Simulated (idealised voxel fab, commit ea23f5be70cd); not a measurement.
Documented hereafter: the process module known as voxel wiring stack.
Pictured: cross-section cut, 165 nm wide, on a grid of 5 nm square cells.
In what follows, cross-sections appear as grids of square cells, described through bands that run from the top down, where every band is one or more rows of cells.
This entry defines a band. It first specifies the height of the band's top and the height of its bottom in nm, and then specifies the band's materials from left to right, stating each material with its width in nm. The word "edge to edge" identifies a single material that fills the band from edge to edge, while the word "air" identifies empty space.
The level at which height equals 0 is the one under which the wafer, as it arrives, is entirely one material. No lower edge exists for the bottom band, which continues downward and is notated as in "0 down".
The width entry "30..40" should be interpreted row by row: the top row of cells in the band takes the first number, the bottom row takes the second number, and the change between adjacent rows is uniform throughout.
"no modification" after a step means that no cell of the cross-section changed.
So "Listed closed voids" is basically the list of trapped voids: any empty space of 8 cells or more that can't reach the top through an opening. They're written width x height at distance, the distance being from the left edge, and it's all nm.
That trailing text on a step's line, after the settings, is the simulator's own remark on the step.
"overlay nm", when on a step's line for a step with a mask, measures how far to the right of its planned place the mask lay; a negative measure means to the left.

## The process steps that were planned are listed below
1 RECEIVE,material Si
2 CONFORMAL_DEP,material SiO2,thk nm 10
3 CONFORMAL_DEP,material SiCN,thk nm 5
4 DIRECTIONAL_DEP,material lowk,thk nm 25
5 MASKED_ETCH,tone open,mask id METAL_1,width nm 30,pitch nm 45,etch materials lowk,depth nm 25,overlay nm 0
6 MASKED_ETCH,tone open,mask id METAL_1,width nm 30,pitch nm 45,etch materials SiCN,depth nm 5,overlay nm 0
7 CONFORMAL_DEP,material TiN,thk nm 5
8 FILL_DEP,material Cu,thk nm 5
9 CMP,height nm 40
10 EPI,material Ru,thk nm 5
11 FILL_DEP,material SiCN,thk nm 5
12 DIRECTIONAL_DEP,material SiO2,thk nm 30
13 MASKED_ETCH,tone open,mask id METAL_2_HOLES,width nm 15,pitch nm 45,etch materials SiO2,depth nm 30,overlay nm 0
14 PATTERN,tone open,mask id METAL_2,material resist,width nm 30,pitch nm 45,thk nm 20,overlay nm 0
15 DIRECTIONAL_ETCH,etch materials SiO2,depth nm 20
16 DIRECTIONAL_ETCH,etch materials SiCN,depth nm 5
17 STRIP,etch materials resist
18 CONFORMAL_DEP,material TiN,thk nm 5
19 FILL_DEP,material Cu,thk nm 10
20 CMP,height nm 80
21 CONFORMAL_DEP,material SiCN,thk nm 5
22 DIRECTIONAL_DEP,material lowk,thk nm 20
23 PATTERN,tone open,mask id PLUG_2,material resist,width nm 15,thk nm 15,overlay nm 0
24 DIRECTIONAL_ETCH,etch materials lowk,depth nm 20
25 DIRECTIONAL_ETCH,etch materials SiCN,depth nm 5
26 STRIP,etch materials resist
27 CONFORMAL_DEP,material TiN,thk nm 5
28 FILL_DEP,material Cu,thk nm 10
29 CMP,height nm 105
30 CONFORMAL_DEP,material SiCN,thk nm 5
31 DIRECTIONAL_DEP,material SiO2,thk nm 25
32 MASKED_ETCH,tone open,mask id METAL_3,width nm 30,pitch nm 45,etch materials SiO2,depth nm 25,overlay nm 0
33 MASKED_ETCH,tone open,mask id METAL_3,width nm 30,pitch nm 45,etch materials SiCN,depth nm 5,overlay nm 0
34 CONFORMAL_DEP,material TiN,thk nm 5
35 FILL_DEP,material Ru,thk nm 5
36 CMP,height nm 135
37 CONFORMAL_DEP,material SiCN,thk nm 5
38 DIRECTIONAL_DEP,material lowk,thk nm 10
39 MASKED_ETCH,tone open,mask id PLUG_3,width nm 15,etch materials lowk,depth nm 10,overlay nm 0
40 MASKED_ETCH,tone open,mask id PLUG_3,width nm 15,etch materials SiCN,depth nm 5,overlay nm 0
41 CONFORMAL_DEP,material TiN,thk nm 5
42 FILL_DEP,material W,thk nm 10
43 CMP,height nm 150
44 CONFORMAL_DEP,material SiN,thk nm 5
45 DIRECTIONAL_DEP,material SiO2,thk nm 20
46 MASKED_ETCH,tone open,mask id METAL_4,width nm 30,pitch nm 45,etch materials SiO2,depth nm 20,overlay nm 0
47 MASKED_ETCH,tone open,mask id METAL_4,width nm 30,pitch nm 45,etch materials SiN,depth nm 5,overlay nm 0
48 CONFORMAL_DEP,material TiN,thk nm 5
49 FILL_DEP,material Cu,thk nm 10
50 CMP,height nm 175
51 EPI,material Ru,thk nm 5
52 FILL_DEP,material SiCN,thk nm 5

## Wafer as received: cross-section following step 1
0 down = Si edge to edge
Listed closed voids: none

## End state of the module in cross-section, given the above starting point and plan and one mistake in execution
185 to 180 = SiCN edge to edge
180 to 175 = SiCN (40) / Ru (40) / SiCN (5) / Ru (40) / SiCN (40)
175 to 155 = SiO2 (45) / TiN (5) / Cu (20) / TiN (5) / SiO2 (15) / TiN (5) / Cu (20) / TiN (5) / SiO2 (45)
155 to 150 = SiN (45) / TiN (30) / SiN (15) / TiN (30) / SiN (45)
150 to 140 = lowk (45) / TiN (5) / W (5) / TiN (5) / lowk (105)
140 to 135 = SiCN (45) / TiN (15) / SiCN (105)
135 to 110 = SiO2 (45) / TiN (5) / Ru (20) / TiN (5) / SiO2 (15) / TiN (5) / Ru (20) / TiN (5) / SiO2 (45)
110 to 105 = SiCN (45) / TiN (30) / SiCN (15) / TiN (30) / SiCN (45)
105 to 85 = lowk (45) / TiN (5) / Cu (5) / TiN (5) / lowk (105)
85 to 80 = SiCN (45) / TiN (15) / SiCN (105)
80 to 65 = Cu (55) / TiN (5) / SiO2 (15) / TiN (5) / Cu (20) / TiN (5) / SiO2 (15) / TiN (5) / Cu (40)
65 to 60 = TiN (50) / Cu (5) / TiN (5) / SiO2 (15) / TiN (20) / Cu (5) / TiN (5) / SiO2 (15) / TiN (45)
60 to 55 = SiO2 (45) / TiN (5) / Cu (5) / TiN (5) / SiO2 (30) / TiN (5) / Cu (5) / TiN (5) / SiO2 (60)
55 to 50 = SiO2 (45) / TiN (15) / SiO2 (30) / TiN (15) / SiO2 (60)
50 to 45 = SiCN edge to edge
45 to 40 = SiCN (40) / Ru (40) / SiCN (5) / Ru (40) / SiCN (40)
40 to 15 = lowk (45) / TiN (5) / Cu (20) / TiN (5) / lowk (15) / TiN (5) / Cu (20) / TiN (5) / lowk (45)
15 to 10 = SiCN (45) / TiN (30) / SiCN (15) / TiN (30) / SiCN (45)
10 to 0 = SiO2 edge to edge
0 down = Si edge to edge
Listed closed voids: none
Where did the run depart from the plan? step 14 ran with different settings than intended, the actual operation and settings being PATTERN,tone cover,mask id METAL_2,material resist,width nm 30,pitch nm 45,thk nm 20,overlay nm 0
